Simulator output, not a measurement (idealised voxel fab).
process module | voxel self aligned vias
cross-section cut | 280 nm wide | cells 5 nm
A cross-section is a grid of square cells, given in bands from the top down. A band is one or more rows of cells.
Each band's line starts with the height of the band's top and of its bottom, in nm. Then come its materials from left to right, each with its width in nm. One material with "throughout" fills the band from edge to edge. "air" is empty space.
Height 0 is the level under which the wafer as received is all one material. The lowest band goes on downwards, as in "0 down".
A width such as "30 to 40" changes by the same amount from each row of cells to the next, from the band's top row to its bottom row.
"no change" after a step means that no cell of the cross-section changed.
closed voids: empty space of 8 cells or more with no open way to the top, each as width x height at its distance from the left edge, in nm
after a step's settings: what the simulator itself notes on the step
overlay nm, on a step with a mask: how far to the right of its planned place the mask lay; to the left if negative
plan
1 op RECEIVE | material Si
2 op CONFORMAL_DEP | material SiO2 | thk nm 10
3 op CONFORMAL_DEP | material SiCN | thk nm 5
4 op DIRECTIONAL_DEP | material SiO2 | thk nm 25
5 op PATTERN | tone open | mask id LINES | material resist | width nm 20 | pitch nm 50 | thk nm 15 | overlay nm 0
6 op DIRECTIONAL_ETCH | etch materials SiO2 | depth nm 25
7 op STRIP | etch materials resist
8 op CONFORMAL_DEP | material TiN | thk nm 5
9 op FILL_DEP | material Ru | thk nm 10
10 op CMP | height nm 40
11 op SELECTIVE_ETCH | etch materials W Ru TiN | depth nm 5
12 op FILL_DEP | material SiN | thk nm 10
13 op CMP | height nm 40
14 op DIRECTIONAL_DEP | material SiO2 | thk nm 20
15 op MASKED_ETCH | tone open | mask id VIAS | width nm 30 | pitch nm 50 | etch materials SiO2 | depth nm 20 | overlay nm 0
16 op MASKED_ETCH | tone open | mask id VIAS | width nm 30 | pitch nm 50 | etch materials SiN | depth nm 5 | overlay nm 0
17 op CONFORMAL_DEP | material TiN | thk nm 5
18 op FILL_DEP | material W | thk nm 10
19 op CMP | height nm 60
20 op CONFORMAL_DEP | material SiCN | thk nm 5
as received, after step 1
  0 down: Si throughout
  closed voids: none
first wafer at the end, as planned
  65 to 60: SiCN throughout
  60 to 45: SiO2 75 | TiN 5 | W 20 | TiN 5 | SiO2 20 | TiN 5 | W 20 | TiN 5 | SiO2 20 | TiN 5 | W 20 | TiN 5 | SiO2 75
  45 to 40: SiO2 75 | TiN 10 | W 10 | TiN 10 | SiO2 20 | TiN 10 | W 10 | TiN 10 | SiO2 20 | TiN 10 | W 10 | TiN 10 | SiO2 75
  40 to 35: SiO2 80 | TiN 20 | SiO2 30 | TiN 20 | SiO2 30 | TiN 20 | SiO2 80
  35 to 20: SiO2 80 | TiN 5 | Ru 10 | TiN 5 | SiO2 30 | TiN 5 | Ru 10 | TiN 5 | SiO2 30 | TiN 5 | Ru 10 | TiN 5 | SiO2 80
  20 to 15: SiO2 80 | TiN 20 | SiO2 30 | TiN 20 | SiO2 30 | TiN 20 | SiO2 80
  15 to 10: SiCN throughout
  10 to 0: SiO2 throughout
  0 down: Si throughout
  closed voids: none
second wafer at the end: like start, like plan, one mistake
  65 to 40: SiCN throughout
  40 to 35: SiO2 80 | SiN 20 | SiO2 30 | SiN 20 | SiO2 30 | SiN 20 | SiO2 80
  35 to 20: SiO2 80 | TiN 5 | Ru 10 | TiN 5 | SiO2 30 | TiN 5 | Ru 10 | TiN 5 | SiO2 30 | TiN 5 | Ru 10 | TiN 5 | SiO2 80
  20 to 15: SiO2 80 | TiN 20 | SiO2 30 | TiN 20 | SiO2 30 | TiN 20 | SiO2 80
  15 to 10: SiCN throughout
  10 to 0: SiO2 throughout
  0 down: Si throughout
  closed voids: none
what went wrong: step 14 ran as: op DIRECTIONAL_DEP | material SiCN | thk nm 20
at the end the second wafer has, in cells: 224 more of SiCN | 12 more of SiN | 152 fewer of SiO2 | 42 fewer of TiN | 42 fewer of W
